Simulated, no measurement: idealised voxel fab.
process module | voxel ribs on slabs
cross-section cut | 170 nm wide | cells 5 nm
A cross-section is a grid of square cells, given in bands from the top down. A band is one or more rows of cells.
Each band's line starts with the height of the band's top and of its bottom, in nm. Then come its materials from left to right, each with its width in nm. One material with "throughout" fills the band from edge to edge. "air" is empty space.
Height 0 is the level under which the wafer as received is all one material. The lowest band goes on downwards, as in "0 down".
A width such as "30 to 40" changes by the same amount from each row of cells to the next, from the band's top row to its bottom row.
"no change" after a step means that no cell of the cross-section changed.
closed voids: empty space of 8 cells or more with no open way to the top, each as width x height at its distance from the left edge, in nm
after a step's settings: what the simulator itself notes on the step
overlay nm, on a step with a mask: how far to the right of its planned place the mask lay; to the left if negative
plan
1 op RECEIVE | material Si
2 op DIRECTIONAL_DEP | material SiO2 | thk nm 30
3 op DIRECTIONAL_DEP | material polySi | thk nm 25
4 op DIRECTIONAL_DEP | material aC | thk nm 10
5 op PATTERN | tone cover | mask id RIB | material resist | width nm 25 | thk nm 30 | overlay nm 0
6 op DIRECTIONAL_ETCH | etch materials aC | depth nm 10
7 op STRIP | etch materials resist
8 op DIRECTIONAL_ETCH | etch materials polySi | depth nm 10
9 op STRIP | etch materials aC
10 op MASKED_ETCH | tone cover | mask id SLAB | width nm 55 | etch materials polySi | depth nm 15 | overlay nm 0
11 op FILL_DEP | material SiO2 | thk nm 25
12 op CMP | height nm 75
13 op DIRECTIONAL_DEP | material W | thk nm 10
14 op DIRECTIONAL_DEP | material aC | thk nm 15
15 op PATTERN | tone cover | mask id HEATER | material resist | width nm 35 | thk nm 30 | overlay nm 0
16 op DIRECTIONAL_ETCH | etch materials aC | depth nm 15
17 op STRIP | etch materials resist
18 op DIRECTIONAL_ETCH | etch materials W | depth nm 10
19 op STRIP | etch materials aC
20 op CONFORMAL_DEP | material SiO2 | thk nm 5
as received, after step 1
  0 down: Si throughout
  closed voids: none
a wafer at the end: this start, this plan, one mistake
  90 to 85: air 60 | SiO2 45 | air 65
  85 to 80: air 60 | SiO2 5 | W 35 | SiO2 5 | air 65
  80 to 75: SiO2 65 | W 35 | SiO2 70
  75 to 25: SiO2 throughout
  25 to 0: polySi throughout
  0 down: Si throughout
  closed voids: none
what went wrong: steps 2 and 3 were swapped
